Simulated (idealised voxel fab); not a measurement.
The following process module bears the name voxel spacer lines.
Pictured: cross-section cut, 300 nm wide, on a grid of 5 nm square cells.
Notation: cross-section as square-cell grid; stated in bands, top first, going down; one or more cell rows per band. Heights first: top, then bottom, in nm. Then materials, left to right, each with a width in nm. "full width" on a single material: fills the band edge to edge. "empty": empty space. Height reference: 0 = level under which incoming wafer is all one material. Lowest band: no bottom, runs on downward, e.g. "z 0 and below". The notation "30->40" denotes a width that varies across the rows of cells in the band, beginning at the first number in the top row, finishing at the second number in the bottom row, and changing by an identical amount from each row to the next. No cell of the cross-section changed in a step that is given as "nothing altered". So "Fully closed voids" is basically the list of trapped voids: any empty space of 8 cells or more that can't reach the top through an opening. They're written width x height at distance, the distance being from the left edge, and it's all nm. Read whatever lies past the settings on a step's line as the simulator's own remark about the step. overlay nm: how far to the right of its planned place the mask lay on this masked step (negative: to the left).
[So here's the lineup of process steps we planned]
| 1 | op RECEIVE | material Si |
| 2 | op CONFORMAL_DEP | material Al2O3 | thk nm 10 |
| 3 | op DIRECTIONAL_DEP | material TiN | thk nm 15 |
| 4 | op DIRECTIONAL_DEP | material aC | thk nm 30 |
| 5 | op PATTERN | tone cover | mask id MANDREL | material resist | width nm 20 | pitch nm 60 | thk nm 35 | overlay nm 0 |
| 6 | op DIRECTIONAL_ETCH | etch materials aC | depth nm 30 |
| 7 | op STRIP | etch materials resist |
| 8 | op CONFORMAL_DEP | material SiO2 | thk nm 5 |
| 9 | op DIRECTIONAL_ETCH | etch materials SiO2 | depth nm 10 |
| 10 | op STRIP | etch materials aC |
| 11 | op DIRECTIONAL_ETCH | etch materials TiN | depth nm 15 |
| 12 | op STRIP | etch materials SiO2 |
Be aware that, although all wafers share a common starting state, the thk nm at step 8 differs among them, and the plan displays the first wafer's value.
[As-received state after step 1, first of several wafers, cross-section]
> z 0 and below: Si full width
> Fully closed voids: none
[Rows = wafers. At module end, each row lists per material the cells gained (+) or lost (-) since the wafer was received, then the closed voids]
thk nm 5 | +120 Al2O3 | +18 TiN | Fully closed voids: none
thk nm 10 | +120 Al2O3 | +36 TiN | Fully closed voids: none
thk nm 15 | +120 Al2O3 | +180 TiN | +72 aC | Fully closed voids: none
thk nm 20 | +120 Al2O3 | +180 TiN | +72 aC | Fully closed voids: none
thk nm 25 | +120 Al2O3 | +180 TiN | +72 aC | Fully closed voids: none
